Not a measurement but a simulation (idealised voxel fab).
This is a process module. Its name is voxel wiring stack.
Displayed cross-section: cut, width of 275 nm, square cells sized 5 nm.
A cross-section is written here as square cells arranged in a grid, and it is given in bands from the top down, each band taking up one or more rows of cells. First you get the band's top height and its bottom height, in nm, and then the materials it's made of, left to right, with each width in nm. If you see a single material with "everywhere", that one covers the band edge to edge. "empty" is empty space. The level at which height equals 0 is the one under which the wafer, as it arrives, is entirely one material. No lower edge exists for the bottom band, which continues downward and is notated as in "0 -> down". Top row gets the first number, bottom row gets the second, and each row in between changes by the same step: that is how a band width like "30..40" works. Basically "remained the same" means that step didn't change any cell in the cross-section. "Listed closed voids" - sealed voids, min. 8 cells, no opening to top; format: width x height at distance (distance from left edge; nm throughout). Read whatever lies past the settings on a step's line as the simulator's own remark about the step. Among the settings permitted on a step's line is "overlay nm"; applied to a step with a mask, it specifies the extent to which the mask lay to the right of its planned position, whereas a negative figure signifies a position to the left.
# Steps in the process plan
1,RECEIVE | material Si
2,CONFORMAL_DEP | material SiO2 | thk nm 15
3,DIRECTIONAL_DEP | material TiN | thk nm 5
4,DIRECTIONAL_DEP | material Ru | thk nm 25
5,PATTERN | tone cover | mask id METAL_1 | material resist | width nm 25 | pitch nm 40 | thk nm 20 | overlay nm 0
6,DIRECTIONAL_ETCH | etch materials Ru | depth nm 25
7,DIRECTIONAL_ETCH | etch materials TiN | depth nm 5
8,STRIP | etch materials resist
9,FILL_DEP | material lowk | thk nm 10
10,CMP | height nm 45
11,CONFORMAL_DEP | material SiCN | thk nm 5
12,DIRECTIONAL_DEP | material SiO2 | thk nm 30
13,DIRECTIONAL_DEP | material aC | thk nm 10
14,PATTERN | tone open | mask id METAL_2 | material resist | width nm 25 | pitch nm 40 | thk nm 30 | overlay nm 0
15,DIRECTIONAL_ETCH | etch materials aC | depth nm 10
16,STRIP | etch materials resist
17,DIRECTIONAL_ETCH | etch materials SiO2 | depth nm 20
18,STRIP | etch materials aC
19,DIRECTIONAL_DEP | material aC | thk nm 15
20,PATTERN | tone open | mask id METAL_2_HOLES | material resist | width nm 15 | pitch nm 80 | thk nm 35 | overlay nm 0
21,DIRECTIONAL_ETCH | etch materials aC | depth nm 15
22,STRIP | etch materials resist
23,DIRECTIONAL_ETCH | etch materials SiO2 | depth nm 10
24,DIRECTIONAL_ETCH | etch materials SiCN | depth nm 5
25,STRIP | etch materials aC
26,CONFORMAL_DEP | material TiN | thk nm 5
27,FILL_DEP | material Cu | thk nm 10
28,CMP | height nm 80
29,CONFORMAL_DEP | material SiCN | thk nm 5
30,DIRECTIONAL_DEP | material SiO2 | thk nm 30
31,PATTERN | tone open | mask id METAL_3 | material resist | width nm 25 | pitch nm 40 | thk nm 15 | overlay nm 0
32,DIRECTIONAL_ETCH | etch materials SiO2 | depth nm 20
33,STRIP | etch materials resist
34,DIRECTIONAL_DEP | material aC | thk nm 10
35,PATTERN | tone open | mask id METAL_3_HOLES | material resist | width nm 15 | pitch nm 80 | thk nm 25 | overlay nm 0
36,DIRECTIONAL_ETCH | etch materials aC | depth nm 10
37,STRIP | etch materials resist
38,DIRECTIONAL_ETCH | etch materials SiO2 | depth nm 10
39,DIRECTIONAL_ETCH | etch materials SiCN | depth nm 5
40,STRIP | etch materials aC
41,CONFORMAL_DEP | material TiN | thk nm 5
42,FILL_DEP | material Ru | thk nm 5
43,CMP | height nm 115
44,CONFORMAL_DEP | material SiCN | thk nm 5
45,DIRECTIONAL_DEP | material SiO2 | thk nm 30
46,PATTERN | tone open | mask id METAL_4_HOLES | material resist | width nm 15 | pitch nm 40 | thk nm 20 | overlay nm 0
47,DIRECTIONAL_ETCH | etch materials SiO2 | depth nm 30
48,STRIP | etch materials resist
49,PATTERN | tone open | mask id METAL_4 | material resist | width nm 25 | pitch nm 40 | thk nm 20 | overlay nm 0
50,DIRECTIONAL_ETCH | etch materials SiO2 | depth nm 20
51,DIRECTIONAL_ETCH | etch materials SiCN | depth nm 5
52,STRIP | etch materials resist
53,CONFORMAL_DEP | material TiN | thk nm 5
54,FILL_DEP | material Cu | thk nm 5
55,CMP | height nm 150
56,CONFORMAL_DEP | material SiCN | thk nm 5
# Cross-section of the incoming wafer, state after step 1
  0 -> down | Si everywhere
  Listed closed voids: none
# Result of the module, cross-sectioned: start per above, plan per above, one error in how it was run
  155 -> 150 | SiCN everywhere
  150 -> 135 | SiO2 85 | TiN 5 | Cu 15 | TiN 5 | SiO2 15 | TiN 5 | Cu 15 | TiN 5 | SiO2 15 | TiN 5 | Cu 15 | TiN 5 | SiO2 85
  135 -> 130 | SiO2 85 | TiN 5 | Cu 5 | TiN 15 | SiO2 15 | TiN 5 | Cu 5 | TiN 15 | SiO2 15 | TiN 5 | Cu 5 | TiN 15 | SiO2 85
  130 -> 120 | SiO2 85 | TiN 5 | Cu 5 | TiN 5 | SiO2 25 | TiN 5 | Cu 5 | TiN 5 | SiO2 25 | TiN 5 | Cu 5 | TiN 5 | SiO2 95
  120 -> 115 | SiCN 85 | TiN 15 | SiCN 25 | TiN 15 | SiCN 25 | TiN 15 | SiCN 95
  115 -> 100 | SiO2 85 | TiN 5 | Ru 15 | TiN 5 | SiO2 15 | TiN 5 | Ru 15 | TiN 5 | SiO2 15 | TiN 5 | Ru 15 | TiN 5 | SiO2 85
  100 -> 95 | SiO2 85 | TiN 5 | Ru 5 | TiN 15 | SiO2 15 | TiN 25 | SiO2 15 | TiN 5 | Ru 5 | TiN 15 | SiO2 85
  95 -> 85 | SiO2 85 | TiN 5 | Ru 5 | TiN 5 | SiO2 65 | TiN 5 | Ru 5 | TiN 5 | SiO2 95
  85 -> 80 | SiCN 85 | TiN 15 | SiCN 65 | TiN 15 | SiCN 95
  80 -> 65 | SiO2 85 | TiN 5 | Cu 15 | TiN 5 | SiO2 15 | TiN 5 | Cu 15 | TiN 5 | SiO2 15 | TiN 5 | Cu 15 | TiN 5 | SiO2 85
  65 -> 60 | SiO2 85 | TiN 5 | Cu 5 | TiN 15 | SiO2 15 | TiN 25 | SiO2 15 | TiN 5 | Cu 5 | TiN 15 | SiO2 85
  60 -> 50 | SiO2 85 | TiN 5 | Cu 5 | TiN 5 | SiO2 65 | TiN 5 | Cu 5 | TiN 5 | SiO2 95
  50 -> 45 | SiCN 85 | TiN 15 | SiCN 65 | TiN 15 | SiCN 95
  45 -> 40 | lowk everywhere
  40 -> 15 | lowk 85 | Ru 25 | lowk 15 | Ru 25 | lowk 15 | Ru 25 | lowk 85
  15 -> 0 | SiO2 everywhere
  0 -> down | Si everywhere
  Listed closed voids: none
Plan not followed: step 3 of the plan was jumped over and never run
